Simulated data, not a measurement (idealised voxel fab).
process module | voxel self aligned vias
cross-section cut | 285 nm wide | cells 5 nm
A cross-section is a grid of square cells, given in bands from the top down. A band is one or more rows of cells.
Each band's line starts with the height of the band's top and of its bottom, in nm. Then come its materials from left to right, each with its width in nm. One material with "throughout" fills the band from edge to edge. "air" is empty space.
Height 0 is the level under which the wafer as received is all one material. The lowest band goes on downwards, as in "0 down".
A width such as "30 to 40" changes by the same amount from each row of cells to the next, from the band's top row to its bottom row.
"no change" after a step means that no cell of the cross-section changed.
closed voids: empty space of 8 cells or more with no open way to the top, each as width x height at its distance from the left edge, in nm
after a step's settings: what the simulator itself notes on the step
overlay nm, on a step with a mask: how far to the right of its planned place the mask lay; to the left if negative
plan
1 op RECEIVE | material Si
2 op CONFORMAL_DEP | material SiO2 | thk nm 15
3 op CONFORMAL_DEP | material SiCN | thk nm 5
4 op DIRECTIONAL_DEP | material SiO2 | thk nm 25
5 op DIRECTIONAL_DEP | material aC | thk nm 10
6 op PATTERN | tone open | mask id LINES | material resist | width nm 20 | pitch nm 55 | thk nm 30 | overlay nm -15
7 op DIRECTIONAL_ETCH | etch materials aC | depth nm 10
8 op STRIP | etch materials resist
9 op DIRECTIONAL_ETCH | etch materials SiO2 | depth nm 25
10 op STRIP | etch materials aC
11 op CONFORMAL_DEP | material TiN | thk nm 5
12 op FILL_DEP | material Ru | thk nm 5
13 op CMP | height nm 45
14 op SELECTIVE_ETCH | etch materials W Ru TiN | depth nm 10
15 op FILL_DEP | material SiN | thk nm 10
16 op CMP | height nm 45
17 op DIRECTIONAL_DEP | material SiO2 | thk nm 20
18 op PATTERN | tone open | mask id VIAS | material resist | width nm 30 | pitch nm 55 | thk nm 15 | overlay nm 0
19 op DIRECTIONAL_ETCH | etch materials SiO2 | depth nm 20
20 op DIRECTIONAL_ETCH | etch materials SiN | depth nm 10
21 op STRIP | etch materials resist
22 op CONFORMAL_DEP | material TiN | thk nm 5
23 op FILL_DEP | material W | thk nm 10
24 op CMP | height nm 65
25 op CONFORMAL_DEP | material SiN | thk nm 5
varied across the wafers: overlay nm of step 6. The plan shows the first wafer's value. All wafers start alike
first wafer as received, after step 1
  0 down: Si throughout
  closed voids: none
first wafer at the end, after step 25
  70 to 65: SiN throughout
  65 to 50: SiO2 70 | TiN 5 | W 20 | TiN 5 | SiO2 25 | TiN 5 | W 20 | TiN 5 | SiO2 25 | TiN 5 | W 20 | TiN 5 | SiO2 75
  50 to 45: SiO2 70 | TiN 30 | SiO2 25 | TiN 30 | SiO2 25 | TiN 30 | SiO2 75
  45 to 35: SiO2 60 | SiN 10 | TiN 10 | SiO2 35 | SiN 10 | TiN 10 | SiO2 35 | SiN 10 | TiN 10 | SiO2 95
  35 to 25: SiO2 60 | TiN 5 | Ru 10 | TiN 5 | SiO2 35 | TiN 5 | Ru 10 | TiN 5 | SiO2 35 | TiN 5 | Ru 10 | TiN 5 | SiO2 95
  25 to 20: SiO2 60 | TiN 20 | SiO2 35 | TiN 20 | SiO2 35 | TiN 20 | SiO2 95
  20 to 15: SiCN throughout
  15 to 0: SiO2 throughout
  0 down: Si throughout
  closed voids: none
last wafer at the end
  70 to 65: SiN throughout
  65 to 50: SiO2 70 | TiN 5 | W 20 | TiN 5 | SiO2 25 | TiN 5 | W 20 | TiN 5 | SiO2 25 | TiN 5 | W 20 | TiN 5 | SiO2 75
  50 to 45: SiO2 70 | TiN 30 | SiO2 25 | TiN 30 | SiO2 25 | TiN 30 | SiO2 75
  45 to 35: SiO2 90 | TiN 10 | SiN 10 | SiO2 35 | TiN 10 | SiN 10 | SiO2 35 | TiN 10 | SiN 10 | SiO2 65
  35 to 25: SiO2 90 | TiN 5 | Ru 10 | TiN 5 | SiO2 35 | TiN 5 | Ru 10 | TiN 5 | SiO2 35 | TiN 5 | Ru 10 | TiN 5 | SiO2 65
  25 to 20: SiO2 90 | TiN 20 | SiO2 35 | TiN 20 | SiO2 35 | TiN 20 | SiO2 65
  20 to 15: SiCN throughout
  15 to 0: SiO2 throughout
  0 down: Si throughout
  closed voids: none
each wafer at the end: cells of each material gained (+) or lost (-) since it was received, then its closed voids
overlay nm -15 | +12 Ru | +57 SiCN | +69 SiN | +552 SiO2 | +72 TiN | +36 W | closed voids: none
overlay nm -10 | +12 Ru | +57 SiCN | +63 SiN | +552 SiO2 | +72 TiN | +42 W | closed voids: none
overlay nm -5 | +12 Ru | +57 SiCN | +57 SiN | +552 SiO2 | +72 TiN | +48 W | closed voids: none
overlay nm 0 | +12 Ru | +57 SiCN | +57 SiN | +552 SiO2 | +72 TiN | +48 W | closed voids: none
overlay nm 5 | +12 Ru | +57 SiCN | +57 SiN | +552 SiO2 | +72 TiN | +48 W | closed voids: none
overlay nm 10 | +12 Ru | +57 SiCN | +63 SiN | +552 SiO2 | +72 TiN | +42 W | closed voids: none
overlay nm 15 | +12 Ru | +57 SiCN | +69 SiN | +552 SiO2 | +72 TiN | +36 W | closed voids: none
